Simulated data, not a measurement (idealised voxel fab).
Process module name: voxel wiring stack
Square cells of 5 nm make up the cross-section cut, whose width is 225 nm.
How to read a cross-section here: the picture is a grid of square cells, written as bands going from the top down, and any band can span one or more rows of cells. First you get the band's top height and its bottom height, in nm, and then the materials it's made of, left to right, with each width in nm. If you see a single material with "all across", that one covers the band edge to edge. "air" is empty space. Heights are reckoned from 0. Under this level, the received wafer is all of one material. The bottommost band is open-ended downward, for example "0 down". Width "30 to 40": first value at the band's top row of cells, second value at its bottom row, equal change from row to row. Given "nothing altered" for a step, no cell of the cross-section differs between before and after that step. "Closed empty spaces" lists enclosed empty spaces (at least 8 cells, no open path upward to the top), each as width x height at distance from the left edge, in nm. If you see something after the settings on a step's line, that's the simulator's own remark about that step. overlay nm: mask right of planned place by this much (step with mask). Neg. = left. The remainder of this document consists of a sequence of paired cross-sections. Each pair presents the cross-section prior to one process step together with the cross-section following it, the latter being rendered only as deep as the lowest band that underwent change. The intervening step, together with its settings, is stated beneath each pair. Because the pairs may originate from different runs of this module on the same starting wafer, a given pair is to be read as continuing from the preceding pair only where its entry headed "Pre-step" so indicates.
## Pre-step
- 105 to 90 | 65 lowk; 20 air; 15 lowk; 20 air; 15 lowk; 20 air; 70 lowk
- 90 to 80 | 65 lowk; 15 air; 55 lowk; 15 air; 75 lowk
- 80 to 75 | 65 SiCN; 15 air; 55 SiCN; 15 air; 75 SiCN
- 75 to 50 | 65 lowk; 5 TiN; 10 Ru; 5 TiN; 15 lowk; 5 TiN; 10 Ru; 5 TiN; 15 lowk; 5 TiN; 10 Ru; 5 TiN; 70 lowk
- 50 to 45 | 65 lowk; 5 TiN; 5 Ru; 10 TiN; 15 lowk; 5 TiN; 5 Ru; 10 TiN; 15 lowk; 5 TiN; 5 Ru; 10 TiN; 70 lowk
- 45 to 40 | 65 SiCN; 15 TiN; 20 SiCN; 15 TiN; 20 SiCN; 15 TiN; 75 SiCN
- 40 to 20 | 65 lowk; 5 TiN; 10 Cu; 5 TiN; 15 lowk; 5 TiN; 10 Cu; 5 TiN; 15 lowk; 5 TiN; 10 Cu; 5 TiN; 70 lowk
- 20 to 15 | 65 SiCN; 20 TiN; 15 SiCN; 20 TiN; 15 SiCN; 20 TiN; 70 SiCN
- 15 to 0 | SiO2 all across
- 0 down | Si all across
- Closed empty spaces: none
## After the Step
- 110 to 105 | 70 TiN; 10 air; 25 TiN; 10 air; 25 TiN; 10 air; 75 TiN
- 105 to 95 | 65 lowk; 5 TiN; 10 air; 5 TiN; 15 lowk; 5 TiN; 10 air; 5 TiN; 15 lowk; 5 TiN; 10 air; 5 TiN; 70 lowk
- 95 to 90 | 65 lowk; 5 TiN; 5 air; 10 TiN; 15 lowk; 20 TiN; 15 lowk; 5 TiN; 5 air; 10 TiN; 70 lowk
- 90 to 80 | 65 lowk; 5 TiN; 5 air; 5 TiN; 55 lowk; 5 TiN; 5 air; 5 TiN; 75 lowk
- 80 to 75 | 65 SiCN; 15 TiN; 55 SiCN; 15 TiN; 75 SiCN
- Anything lower than 75 is untouched.
- Closed empty spaces: none
Processing between the before and after sections above: CONFORMAL_DEP [material TiN] [thk nm 5]
Pre-step: the cross-section after the pair above
## After the Step
- 120 to 110 | Ru all across
- 110 to 105 | 70 TiN; 10 Ru; 25 TiN; 10 Ru; 25 TiN; 10 Ru; 75 TiN
- 105 to 95 | 65 lowk; 5 TiN; 10 Ru; 5 TiN; 15 lowk; 5 TiN; 10 Ru; 5 TiN; 15 lowk; 5 TiN; 10 Ru; 5 TiN; 70 lowk
- 95 to 90 | 65 lowk; 5 TiN; 5 Ru; 10 TiN; 15 lowk; 20 TiN; 15 lowk; 5 TiN; 5 Ru; 10 TiN; 70 lowk
- 90 to 80 | 65 lowk; 5 TiN; 5 Ru; 5 TiN; 55 lowk; 5 TiN; 5 Ru; 5 TiN; 75 lowk
- Anything lower than 80 is untouched.
- Closed empty spaces: none
Processing between the before and after sections above: FILL_DEP [material Ru] [thk nm 10]
Pre-step: the cross-section after the pair above
## After the Step
- 105 to 95 | 65 lowk; 5 TiN; 10 Ru; 5 TiN; 15 lowk; 5 TiN; 10 Ru; 5 TiN; 15 lowk; 5 TiN; 10 Ru; 5 TiN; 70 lowk
- Anything lower than 95 is untouched.
- Closed empty spaces: none
Processing between the before and after sections above: CMP [height nm 105]
Pre-step: the cross-section after the pair above
## After the Step
- 110 to 105 | SiCN all across
- Anything lower than 105 is untouched.
- Closed empty spaces: none
Processing between the before and after sections above: CONFORMAL_DEP [material SiCN] [thk nm 5]
## Pre-step
- 15 to 0 | SiO2 all across
- 0 down | Si all across
- Closed empty spaces: none
## After the Step
- 35 to 15 | lowk all across
- Anything lower than 15 is untouched.
- Closed empty spaces: none
Processing between the before and after sections above: DIRECTIONAL_DEP [material lowk] [thk nm 20]
Pre-step: the cross-section after the pair above
## After the Step
- 40 to 35 | SiCN all across
- Anything lower than 35 is untouched.
- Closed empty spaces: none
Processing between the before and after sections above: CONFORMAL_DEP [material SiCN] [thk nm 5]
Pre-step: the cross-section after the pair above
## After the Step
- 50 to 40 | aC all across
- Anything lower than 40 is untouched.
- Closed empty spaces: none
Processing between the before and after sections above: DIRECTIONAL_DEP [material aC] [thk nm 10]
Pre-step: the cross-section after the pair above
## After the Step
- 80 to 50 | 65 resist; 20 air; 15 resist; 20 air; 15 resist; 20 air; 70 resist
- Anything lower than 50 is untouched.
- Closed empty spaces: none
Processing between the before and after sections above: PATTERN [tone open] [mask id METAL_1] [material resist] [width nm 20] [pitch nm 35] [thk nm 30] [overlay nm 0]
Pre-step: the cross-section after the pair above
## After the Step
- 70 to 50 | 65 resist; 20 air; 15 resist; 20 air; 15 resist; 20 air; 70 resist
- 50 to 40 | 65 aC; 20 air; 15 aC; 20 air; 15 aC; 20 air; 70 aC
- Anything lower than 40 is untouched.
- Closed empty spaces: none
Processing between the before and after sections above: DIRECTIONAL_ETCH [etch materials aC] [depth nm 10]
Pre-step: the cross-section after the pair above
## After the Step
- 50 to 40 | 65 aC; 20 air; 15 aC; 20 air; 15 aC; 20 air; 70 aC
- Anything lower than 40 is untouched.
- Closed empty spaces: none
Processing between the before and after sections above: STRIP [etch materials resist]
Pre-step: the cross-section after the pair above
## After the Step
- 50 to 40 | 65 aC; 20 air; 15 aC; 20 air; 15 aC; 20 air; 70 aC
- 40 to 35 | 65 SiCN; 20 air; 15 SiCN; 20 air; 15 SiCN; 20 air; 70 SiCN
- Anything lower than 35 is untouched.
- Closed empty spaces: none
Processing between the before and after sections above: DIRECTIONAL_ETCH [etch materials SiCN] [depth nm 5]
Pre-step: the cross-section after the pair above
## After the Step
- 40 to 35 | 65 SiCN; 20 air; 15 SiCN; 20 air; 15 SiCN; 20 air; 70 SiCN
- Anything lower than 35 is untouched.
- Closed empty spaces: none
Processing between the before and after sections above: STRIP [etch materials aC]
Pre-step: the cross-section after the pair above
## After the Step
- 45 to 40 | 70 TiN; 10 air; 25 TiN; 10 air; 25 TiN; 10 air; 75 TiN
- 40 to 35 | 65 SiCN; 20 TiN; 15 SiCN; 20 TiN; 15 SiCN; 20 TiN; 70 SiCN
- Anything lower than 35 is untouched.
- Closed empty spaces: none
Processing between the before and after sections above: CONFORMAL_DEP [material TiN] [thk nm 5]
Pre-step: the cross-section after the pair above
## After the Step
- 55 to 45 | Cu all across
- 45 to 40 | 70 TiN; 10 Cu; 25 TiN; 10 Cu; 25 TiN; 10 Cu; 75 TiN
- Anything lower than 40 is untouched.
- Closed empty spaces: none
Processing between the before and after sections above: FILL_DEP [material Cu] [thk nm 10]
Pre-step: the cross-section after the pair above
## After the Step
- 40 to 35 | 65 SiCN; 20 TiN; 15 SiCN; 20 TiN; 15 SiCN; 20 TiN; 70 SiCN
- Anything lower than 35 is untouched.
- Closed empty spaces: none
Processing between the before and after sections above: CMP [height nm 40]
Pre-step: the cross-section after the pair above
## After the Step
- 45 to 40 | SiCN all across
- Anything lower than 40 is untouched.
- Closed empty spaces: none
Processing between the before and after sections above: CONFORMAL_DEP [material SiCN] [thk nm 5]
Pre-step: the cross-section after the pair above
## After the Step
- 75 to 45 | lowk all across
- Anything lower than 45 is untouched.
- Closed empty spaces: none
Processing between the before and after sections above: DIRECTIONAL_DEP [material lowk] [thk nm 30]
Pre-step: the cross-section after the pair above
## After the Step
- 95 to 75 | 65 resist; 20 air; 15 resist; 20 air; 15 resist; 20 air; 70 resist
- Anything lower than 75 is untouched.
- Closed empty spaces: none
Processing between the before and after sections above: PATTERN [tone open] [mask id METAL_2] [material resist] [width nm 20] [pitch nm 35] [thk nm 20] [overlay nm 0]
Pre-step: the cross-section after the pair above
## After the Step
- 95 to 75 | 65 resist; 20 air; 15 resist; 20 air; 15 resist; 20 air; 70 resist
- 75 to 60 | 65 lowk; 20 air; 15 lowk; 20 air; 15 lowk; 20 air; 70 lowk
- Anything lower than 60 is untouched.
- Closed empty spaces: none
Processing between the before and after sections above: DIRECTIONAL_ETCH [etch materials lowk] [depth nm 15]
Pre-step: the cross-section after the pair above
## After the Step
- 75 to 60 | 65 lowk; 20 air; 15 lowk; 20 air; 15 lowk; 20 air; 70 lowk
- Anything lower than 60 is untouched.
- Closed empty spaces: none
Processing between the before and after sections above: STRIP [etch materials resist]
Pre-step: the cross-section after the pair above
## After the Step
- 90 to 75 | 65 resist; 15 air; 20 resist; 15 air; 20 resist; 15 air; 75 resist
- 75 to 60 | 65 lowk; 15 air; 5 resist; 15 lowk; 15 air; 5 resist; 15 lowk; 15 air; 5 resist; 70 lowk
- Anything lower than 60 is untouched.
- Closed empty spaces: none
Processing between the before and after sections above: PATTERN [tone open] [mask id METAL_2_HOLES] [material resist] [width nm 15] [pitch nm 35] [thk nm 15] [overlay nm 0]
Pre-step: the cross-section after the pair above
## After the Step
- 90 to 75 | 65 resist; 15 air; 20 resist; 15 air; 20 resist; 15 air; 75 resist
- 75 to 60 | 65 lowk; 15 air; 5 resist; 15 lowk; 15 air; 5 resist; 15 lowk; 15 air; 5 resist; 70 lowk
- 60 to 45 | 65 lowk; 15 air; 20 lowk; 15 air; 20 lowk; 15 air; 75 lowk
- Anything lower than 45 is untouched.
- Closed empty spaces: none
Processing between the before and after sections above: DIRECTIONAL_ETCH [etch materials lowk] [depth nm 15]
Pre-step: the cross-section after the pair above
## After the Step
- 90 to 75 | 65 resist; 15 air; 20 resist; 15 air; 20 resist; 15 air; 75 resist
- 75 to 60 | 65 lowk; 15 air; 5 resist; 15 lowk; 15 air; 5 resist; 15 lowk; 15 air; 5 resist; 70 lowk
- 60 to 45 | 65 lowk; 15 air; 20 lowk; 15 air; 20 lowk; 15 air; 75 lowk
- 45 to 40 | 65 SiCN; 15 air; 20 SiCN; 15 air; 20 SiCN; 15 air; 75 SiCN
- Anything lower than 40 is untouched.
- Closed empty spaces: none
Processing between the before and after sections above: DIRECTIONAL_ETCH [etch materials SiCN] [depth nm 5]
Pre-step: the cross-section after the pair above
## After the Step
- 75 to 60 | 65 lowk; 20 air; 15 lowk; 20 air; 15 lowk; 20 air; 70 lowk
- Anything lower than 60 is untouched.
- Closed empty spaces: none
Processing between the before and after sections above: STRIP [etch materials resist]
Pre-step: the cross-section after the pair above
## After the Step
- 80 to 75 | 70 TiN; 10 air; 25 TiN; 10 air; 25 TiN; 10 air; 75 TiN
- 75 to 65 | 65 lowk; 5 TiN; 10 air; 5 TiN; 15 lowk; 5 TiN; 10 air; 5 TiN; 15 lowk; 5 TiN; 10 air; 5 TiN; 70 lowk
- 65 to 60 | 65 lowk; 5 TiN; 5 air; 10 TiN; 15 lowk; 5 TiN; 5 air; 10 TiN; 15 lowk; 5 TiN; 5 air; 10 TiN; 70 lowk
- 60 to 45 | 65 lowk; 5 TiN; 5 air; 5 TiN; 20 lowk; 5 TiN; 5 air; 5 TiN; 20 lowk; 5 TiN; 5 air; 5 TiN; 75 lowk
- 45 to 35 | 65 SiCN; 15 to 20 TiN; 20 to 15 SiCN; 15 to 20 TiN; 20 to 15 SiCN; 15 to 20 TiN; 75 to 70 SiCN
- Anything lower than 35 is untouched.
- Closed empty spaces: none
Processing between the before and after sections above: CONFORMAL_DEP [material TiN] [thk nm 5]
Pre-step: the cross-section after the pair above
## After the Step
- 90 to 80 | Ru all across
- 80 to 75 | 70 TiN; 10 Ru; 25 TiN; 10 Ru; 25 TiN; 10 Ru; 75 TiN
- 75 to 65 | 65 lowk; 5 TiN; 10 Ru; 5 TiN; 15 lowk; 5 TiN; 10 Ru; 5 TiN; 15 lowk; 5 TiN; 10 Ru; 5 TiN; 70 lowk
- 65 to 60 | 65 lowk; 5 TiN; 5 Ru; 10 TiN; 15 lowk; 5 TiN; 5 Ru; 10 TiN; 15 lowk; 5 TiN; 5 Ru; 10 TiN; 70 lowk
- 60 to 45 | 65 lowk; 5 TiN; 5 Ru; 5 TiN; 20 lowk; 5 TiN; 5 Ru; 5 TiN; 20 lowk; 5 TiN; 5 Ru; 5 TiN; 75 lowk
- Anything lower than 45 is untouched.
- Closed empty spaces: none
Processing between the before and after sections above: FILL_DEP [material Ru] [thk nm 10]
Pre-step: the cross-section after the pair above
## After the Step
- 75 to 65 | 65 lowk; 5 TiN; 10 Ru; 5 TiN; 15 lowk; 5 TiN; 10 Ru; 5 TiN; 15 lowk; 5 TiN; 10 Ru; 5 TiN; 70 lowk
- Anything lower than 65 is untouched.
- Closed empty spaces: none
Processing between the before and after sections above: CMP [height nm 75]
Pre-step: the cross-section after the pair above
## After the Step
- 80 to 75 | SiCN all across
- Anything lower than 75 is untouched.
- Closed empty spaces: none
Processing between the before and after sections above: CONFORMAL_DEP [material SiCN] [thk nm 5]
Pre-step: the cross-section after the pair above
## After the Step
- 105 to 80 | lowk all across
- Anything lower than 80 is untouched.
- Closed empty spaces: none
Processing between the before and after sections above: DIRECTIONAL_DEP [material lowk] [thk nm 25]
Pre-step: the cross-section after the pair above
## After the Step
- 105 to 90 | 65 lowk; 20 air; 15 lowk; 20 air; 15 lowk; 20 air; 70 lowk
- Anything lower than 90 is untouched.
- Closed empty spaces: none
Processing between the before and after sections above: MASKED_ETCH [tone open] [mask id METAL_3] [width nm 20] [pitch nm 35] [etch materials lowk] [depth nm 15] [overlay nm 0]
Pre-step: the cross-section after the pair above
## After the Step
- 120 to 105 | 65 resist; 15 air; 55 resist; 15 air; 75 resist
- 105 to 90 | 65 lowk; 15 air; 5 resist; 15 lowk; 20 resist; 15 lowk; 15 air; 5 resist; 70 lowk
- Anything lower than 90 is untouched.
- Closed empty spaces: none
Processing between the before and after sections above: PATTERN [tone open] [mask id METAL_3_HOLES] [material resist] [width nm 15] [pitch nm 70] [thk nm 15] [overlay nm 0]
Pre-step: the cross-section after the pair above
## After the Step
- 120 to 105 | 65 resist; 15 air; 55 resist; 15 air; 75 resist
- 105 to 90 | 65 lowk; 15 air; 5 resist; 15 lowk; 20 resist; 15 lowk; 15 air; 5 resist; 70 lowk
- 90 to 80 | 65 lowk; 15 air; 55 lowk; 15 air; 75 lowk
- Anything lower than 80 is untouched.
- Closed empty spaces: none
Processing between the before and after sections above: DIRECTIONAL_ETCH [etch materials lowk] [depth nm 10]
Pre-step: the cross-section after the pair above
## After the Step
- 120 to 105 | 65 resist; 15 air; 55 resist; 15 air; 75 resist
- 105 to 90 | 65 lowk; 15 air; 5 resist; 15 lowk; 20 resist; 15 lowk; 15 air; 5 resist; 70 lowk
- 90 to 80 | 65 lowk; 15 air; 55 lowk; 15 air; 75 lowk
- 80 to 75 | 65 SiCN; 15 air; 55 SiCN; 15 air; 75 SiCN
- Anything lower than 75 is untouched.
- Closed empty spaces: none
Processing between the before and after sections above: DIRECTIONAL_ETCH [etch materials SiCN] [depth nm 5]
Pre-step: the cross-section after the pair above
## After the Step
- 105 to 90 | 65 lowk; 20 air; 15 lowk; 20 air; 15 lowk; 20 air; 70 lowk
- Anything lower than 90 is untouched.
- Closed empty spaces: none
Processing between the before and after sections above: STRIP [etch materials resist]
Pre-step: the cross-section after the pair above
## After the Step
- 110 to 105 | 70 TiN; 10 air; 25 TiN; 10 air; 25 TiN; 10 air; 75 TiN
- 105 to 95 | 65 lowk; 5 TiN; 10 air; 5 TiN; 15 lowk; 5 TiN; 10 air; 5 TiN; 15 lowk; 5 TiN; 10 air; 5 TiN; 70 lowk
- 95 to 90 | 65 lowk; 5 TiN; 5 air; 10 TiN; 15 lowk; 20 TiN; 15 lowk; 5 TiN; 5 air; 10 TiN; 70 lowk
- 90 to 80 | 65 lowk; 5 TiN; 5 air; 5 TiN; 55 lowk; 5 TiN; 5 air; 5 TiN; 75 lowk
- 80 to 75 | 65 SiCN; 15 TiN; 55 SiCN; 15 TiN; 75 SiCN
- Anything lower than 75 is untouched.
- Closed empty spaces: none
Processing between the before and after sections above: CONFORMAL_DEP [material TiN] [thk nm 5]
Pre-step: the cross-section after the pair above
## After the Step
- 120 to 110 | Ru all across
- 110 to 105 | 70 TiN; 10 Ru; 25 TiN; 10 Ru; 25 TiN; 10 Ru; 75 TiN
- 105 to 95 | 65 lowk; 5 TiN; 10 Ru; 5 TiN; 15 lowk; 5 TiN; 10 Ru; 5 TiN; 15 lowk; 5 TiN; 10 Ru; 5 TiN; 70 lowk
- 95 to 90 | 65 lowk; 5 TiN; 5 Ru; 10 TiN; 15 lowk; 20 TiN; 15 lowk; 5 TiN; 5 Ru; 10 TiN; 70 lowk
- 90 to 80 | 65 lowk; 5 TiN; 5 Ru; 5 TiN; 55 lowk; 5 TiN; 5 Ru; 5 TiN; 75 lowk
- Anything lower than 80 is untouched.
- Closed empty spaces: none
Processing between the before and after sections above: FILL_DEP [material Ru] [thk nm 10]
Pre-step: the cross-section after the pair above
## After the Step
- 105 to 95 | 65 lowk; 5 TiN; 10 Ru; 5 TiN; 15 lowk; 5 TiN; 10 Ru; 5 TiN; 15 lowk; 5 TiN; 10 Ru; 5 TiN; 70 lowk
- Anything lower than 95 is untouched.
- Closed empty spaces: none
Processing between the before and after sections above: CMP [height nm 105]
Pre-step: the cross-section after the pair above
## After the Step
- 110 to 105 | SiCN all across
- Anything lower than 105 is untouched.
- Closed empty spaces: none
Processing between the before and after sections above: CONFORMAL_DEP [material SiCN] [thk nm 5]
## Pre-step
- 80 to 75 | SiCN all across
- 75 to 65 | 65 lowk; 5 TiN; 10 Ru; 5 TiN; 15 lowk; 5 TiN; 10 Ru; 5 TiN; 15 lowk; 5 TiN; 10 Ru; 5 TiN; 70 lowk
- 65 to 60 | 65 lowk; 5 TiN; 5 Ru; 10 TiN; 15 lowk; 5 TiN; 5 Ru; 10 TiN; 15 lowk; 5 TiN; 5 Ru; 10 TiN; 70 lowk
- 60 to 45 | 65 lowk; 5 TiN; 5 Ru; 5 TiN; 20 lowk; 5 TiN; 5 Ru; 5 TiN; 20 lowk; 5 TiN; 5 Ru; 5 TiN; 75 lowk
- 45 to 40 | 65 SiCN; 15 TiN; 20 SiCN; 15 TiN; 20 SiCN; 15 TiN; 75 SiCN
- 40 to 20 | 65 lowk; 5 TiN; 10 Cu; 5 TiN; 15 lowk; 5 TiN; 10 Cu; 5 TiN; 15 lowk; 5 TiN; 10 Cu; 5 TiN; 70 lowk
- 20 to 15 | 65 SiCN; 20 TiN; 15 SiCN; 20 TiN; 15 SiCN; 20 TiN; 70 SiCN
- 15 to 0 | SiO2 all across
- 0 down | Si all across
- Closed empty spaces: none
## After the Step
- 100 to 80 | lowk all across
- Anything lower than 80 is untouched.
- Closed empty spaces: none
Processing between the before and after sections above: DIRECTIONAL_DEP [material lowk] [thk nm 20]
Pre-step: the cross-section after the pair above
## After the Step
- 100 to 85 | 65 lowk; 20 air; 15 lowk; 20 air; 15 lowk; 20 air; 70 lowk
- Anything lower than 85 is untouched.
- Closed empty spaces: none
Processing between the before and after sections above: MASKED_ETCH [tone open] [mask id METAL_3] [width nm 20] [pitch nm 35] [etch materials lowk] [depth nm 15] [overlay nm 0]
Pre-step: the cross-section after the pair above
## After the Step
- 115 to 100 | 65 resist; 15 air; 55 resist; 15 air; 75 resist
- 100 to 85 | 65 lowk; 15 air; 5 resist; 15 lowk; 20 resist; 15 lowk; 15 air; 5 resist; 70 lowk
- Anything lower than 85 is untouched.
- Closed empty spaces: none
Processing between the before and after sections above: PATTERN [tone open] [mask id METAL_3_HOLES] [material resist] [width nm 15] [pitch nm 70] [thk nm 15] [overlay nm 0]
Pre-step: the cross-section after the pair above
## After the Step
- 115 to 100 | 65 resist; 15 air; 55 resist; 15 air; 75 resist
- 100 to 85 | 65 lowk; 15 air; 5 resist; 15 lowk; 20 resist; 15 lowk; 15 air; 5 resist; 70 lowk
- 85 to 80 | 65 lowk; 15 air; 55 lowk; 15 air; 75 lowk
- Anything lower than 80 is untouched.
- Closed empty spaces: none
Processing between the before and after sections above: DIRECTIONAL_ETCH [etch materials lowk] [depth nm 10]
Pre-step: the cross-section after the pair above
## After the Step
- 115 to 100 | 65 resist; 15 air; 55 resist; 15 air; 75 resist
- 100 to 85 | 65 lowk; 15 air; 5 resist; 15 lowk; 20 resist; 15 lowk; 15 air; 5 resist; 70 lowk
- 85 to 80 | 65 lowk; 15 air; 55 lowk; 15 air; 75 lowk
- 80 to 75 | 65 SiCN; 15 air; 55 SiCN; 15 air; 75 SiCN
- Anything lower than 75 is untouched.
- Closed empty spaces: none
Processing between the before and after sections above: DIRECTIONAL_ETCH [etch materials SiCN] [depth nm 5]
Pre-step: the cross-section after the pair above
## After the Step
- 100 to 85 | 65 lowk; 20 air; 15 lowk; 20 air; 15 lowk; 20 air; 70 lowk
- Anything lower than 85 is untouched.
- Closed empty spaces: none
Processing between the before and after sections above: STRIP [etch materials resist]
Pre-step: the cross-section after the pair above
## After the Step
- 105 to 100 | 70 TiN; 10 air; 25 TiN; 10 air; 25 TiN; 10 air; 75 TiN
- 100 to 90 | 65 lowk; 5 TiN; 10 air; 5 TiN; 15 lowk; 5 TiN; 10 air; 5 TiN; 15 lowk; 5 TiN; 10 air; 5 TiN; 70 lowk
- 90 to 85 | 65 lowk; 5 TiN; 5 air; 10 TiN; 15 lowk; 20 TiN; 15 lowk; 5 TiN; 5 air; 10 TiN; 70 lowk
- 85 to 80 | 65 lowk; 5 TiN; 5 air; 5 TiN; 55 lowk; 5 TiN; 5 air; 5 TiN; 75 lowk
- 80 to 75 | 65 SiCN; 15 TiN; 55 SiCN; 15 TiN; 75 SiCN
- Anything lower than 75 is untouched.
- Closed empty spaces: none
Processing between the before and after sections above: CONFORMAL_DEP [material TiN] [thk nm 5]
Pre-step: the cross-section after the pair above
## After the Step
- 115 to 105 | Ru all across
- 105 to 100 | 70 TiN; 10 Ru; 25 TiN; 10 Ru; 25 TiN; 10 Ru; 75 TiN
- 100 to 90 | 65 lowk; 5 TiN; 10 Ru; 5 TiN; 15 lowk; 5 TiN; 10 Ru; 5 TiN; 15 lowk; 5 TiN; 10 Ru; 5 TiN; 70 lowk
- 90 to 85 | 65 lowk; 5 TiN; 5 Ru; 10 TiN; 15 lowk; 20 TiN; 15 lowk; 5 TiN; 5 Ru; 10 TiN; 70 lowk
- 85 to 80 | 65 lowk; 5 TiN; 5 Ru; 5 TiN; 55 lowk; 5 TiN; 5 Ru; 5 TiN; 75 lowk
- Anything lower than 80 is untouched.
- Closed empty spaces: none
Processing between the before and after sections above: FILL_DEP [material Ru] [thk nm 10]
Pre-step: the cross-section after the pair above
## After the Step
- 105 to 100 | 70 TiN; 10 Ru; 25 TiN; 10 Ru; 25 TiN; 10 Ru; 75 TiN
- Anything lower than 100 is untouched.
- Closed empty spaces: none
Processing between the before and after sections above: CMP [height nm 105]
Pre-step: the cross-section after the pair above
## After the Step
- 110 to 105 | SiCN all across
- Anything lower than 105 is untouched.
- Closed empty spaces: none
Processing between the before and after sections above: CONFORMAL_DEP [material SiCN] [thk nm 5]
## Pre-step
- 105 to 90 | 65 lowk; 20 air; 15 lowk; 20 air; 15 lowk; 20 air; 70 lowk
- 90 to 80 | lowk all across
- 80 to 75 | SiCN all across
- 75 to 65 | 65 lowk; 5 TiN; 10 Ru; 5 TiN; 15 lowk; 5 TiN; 10 Ru; 5 TiN; 15 lowk; 5 TiN; 10 Ru; 5 TiN; 70 lowk
- 65 to 60 | 65 lowk; 5 TiN; 5 Ru; 10 TiN; 15 lowk; 5 TiN; 5 Ru; 10 TiN; 15 lowk; 5 TiN; 5 Ru; 10 TiN; 70 lowk
- 60 to 45 | 65 lowk; 5 TiN; 5 Ru; 5 TiN; 20 lowk; 5 TiN; 5 Ru; 5 TiN; 20 lowk; 5 TiN; 5 Ru; 5 TiN; 75 lowk
- 45 to 40 | 65 SiCN; 15 TiN; 20 SiCN; 15 TiN; 20 SiCN; 15 TiN; 75 SiCN
- 40 to 20 | 65 lowk; 5 TiN; 10 Cu; 5 TiN; 15 lowk; 5 TiN; 10 Cu; 5 TiN; 15 lowk; 5 TiN; 10 Cu; 5 TiN; 70 lowk
- 20 to 15 | 65 SiCN; 20 TiN; 15 SiCN; 20 TiN; 15 SiCN; 20 TiN; 70 SiCN
- 15 to 0 | SiO2 all across
- 0 down | Si all across
- Closed empty spaces: none
## After the Step
- 120 to 105 | 60 resist; 25 air; 45 resist; 25 air; 70 resist
- 105 to 90 | 65 lowk; 20 air; 15 lowk; 20 resist; 15 lowk; 20 air; 70 lowk
- Anything lower than 90 is untouched.
- Closed empty spaces: none
Processing between the before and after sections above: PATTERN [tone open] [mask id METAL_3_HOLES] [material resist] [width nm 25] [pitch nm 70] [thk nm 15] [overlay nm 0]
Pre-step: the cross-section after the pair above
## After the Step
- 120 to 105 | 60 resist; 25 air; 45 resist; 25 air; 70 resist
- 105 to 95 | 60 lowk; 25 air; 15 lowk; 20 resist; 10 lowk; 25 air; 70 lowk
- 95 to 90 | 65 lowk; 20 air; 15 lowk; 20 resist; 15 lowk; 20 air; 70 lowk
- 90 to 80 | 65 lowk; 20 air; 50 lowk; 20 air; 70 lowk
- Anything lower than 80 is untouched.
- Closed empty spaces: none
Processing between the before and after sections above: DIRECTIONAL_ETCH [etch materials lowk] [depth nm 10]
Pre-step: the cross-section after the pair above
## After the Step
- 120 to 105 | 60 resist; 25 air; 45 resist; 25 air; 70 resist
- 105 to 95 | 60 lowk; 25 air; 15 lowk; 20 resist; 10 lowk; 25 air; 70 lowk
- 95 to 90 | 65 lowk; 20 air; 15 lowk; 20 resist; 15 lowk; 20 air; 70 lowk
- 90 to 80 | 65 lowk; 20 air; 50 lowk; 20 air; 70 lowk
- 80 to 75 | 65 SiCN; 20 air; 50 SiCN; 20 air; 70 SiCN
- Anything lower than 75 is untouched.
- Closed empty spaces: none
Processing between the before and after sections above: DIRECTIONAL_ETCH [etch materials SiCN] [depth nm 5]
Pre-step: the cross-section after the pair above
## After the Step
- 105 to 95 | 60 lowk; 25 air; 15 lowk; 20 air; 10 lowk; 25 air; 70 lowk
- 95 to 90 | 65 lowk; 20 air; 15 lowk; 20 air; 15 lowk; 20 air; 70 lowk
- Anything lower than 90 is untouched.
- Closed empty spaces: none
Processing between the before and after sections above: STRIP [etch materials resist]
Pre-step: the cross-section after the pair above
## After the Step
- 110 to 105 | 65 TiN; 15 air; 25 TiN; 10 air; 20 TiN; 15 air; 75 TiN
- 105 to 95 | 60 lowk; 5 to 10 TiN; 15 to 10 air; 5 TiN; 15 lowk; 5 TiN; 10 air; 5 TiN; 10 lowk; 5 to 10 TiN; 15 to 10 air; 5 TiN; 70 lowk
- 95 to 90 | 65 lowk; 5 TiN; 10 air; 5 TiN; 15 lowk; 20 TiN; 15 lowk; 5 TiN; 10 air; 5 TiN; 70 lowk
- 90 to 80 | 65 lowk; 5 TiN; 10 air; 5 TiN; 50 lowk; 5 TiN; 10 air; 5 TiN; 70 lowk
- 80 to 75 | 65 SiCN; 20 TiN; 50 SiCN; 20 TiN; 70 SiCN
- Anything lower than 75 is untouched.
- Closed empty spaces: none
Processing between the before and after sections above: CONFORMAL_DEP [material TiN] [thk nm 5]
Pre-step: the cross-section after the pair above
## After the Step
- 120 to 110 | Ru all across
- 110 to 105 | 65 TiN; 15 Ru; 25 TiN; 10 Ru; 20 TiN; 15 Ru; 75 TiN
- 105 to 95 | 60 lowk; 5 to 10 TiN; 15 to 10 Ru; 5 TiN; 15 lowk; 5 TiN; 10 Ru; 5 TiN; 10 lowk; 5 to 10 TiN; 15 to 10 Ru; 5 TiN; 70 lowk
- 95 to 90 | 65 lowk; 5 TiN; 10 Ru; 5 TiN; 15 lowk; 20 TiN; 15 lowk; 5 TiN; 10 Ru; 5 TiN; 70 lowk
- 90 to 80 | 65 lowk; 5 TiN; 10 Ru; 5 TiN; 50 lowk; 5 TiN; 10 Ru; 5 TiN; 70 lowk
- Anything lower than 80 is untouched.
- Closed empty spaces: none
Processing between the before and after sections above: FILL_DEP [material Ru] [thk nm 10]
Pre-step: the cross-section after the pair above
## After the Step
- 105 to 95 | 60 lowk; 5 to 10 TiN; 15 to 10 Ru; 5 TiN; 15 lowk; 5 TiN; 10 Ru; 5 TiN; 10 lowk; 5 to 10 TiN; 15 to 10 Ru; 5 TiN; 70 lowk
- Anything lower than 95 is untouched.
- Closed empty spaces: none
Processing between the before and after sections above: CMP [height nm 105]
Pre-step: the cross-section after the pair above
## After the Step
- 110 to 105 | SiCN all across
- Anything lower than 105 is untouched.
- Closed empty spaces: none
Processing between the before and after sections above: CONFORMAL_DEP [material SiCN] [thk nm 5]
## Pre-step
- 75 to 60 | 65 lowk; 20 air; 15 lowk; 20 air; 15 lowk; 20 air; 70 lowk
- 60 to 45 | lowk all across
- 45 to 40 | SiCN all across
- 40 to 20 | 65 lowk; 5 TiN; 10 Cu; 5 TiN; 15 lowk; 5 TiN; 10 Cu; 5 TiN; 15 lowk; 5 TiN; 10 Cu; 5 TiN; 70 lowk
- 20 to 15 | 65 SiCN; 20 TiN; 15 SiCN; 20 TiN; 15 SiCN; 20 TiN; 70 SiCN
- 15 to 0 | SiO2 all across
- 0 down | Si all across
- Closed empty spaces: none
## After the Step
- 90 to 75 | 75 resist; 15 air; 20 resist; 15 air; 20 resist; 15 air; 65 resist
- 75 to 60 | 65 lowk; 10 resist; 10 air; 15 lowk; 10 resist; 10 air; 15 lowk; 10 resist; 10 air; 70 lowk
- Anything lower than 60 is untouched.
- Closed empty spaces: none
Processing between the before and after sections above: PATTERN [tone open] [mask id METAL_2_HOLES] [material resist] [width nm 15] [pitch nm 35] [thk nm 15] [overlay nm 10]
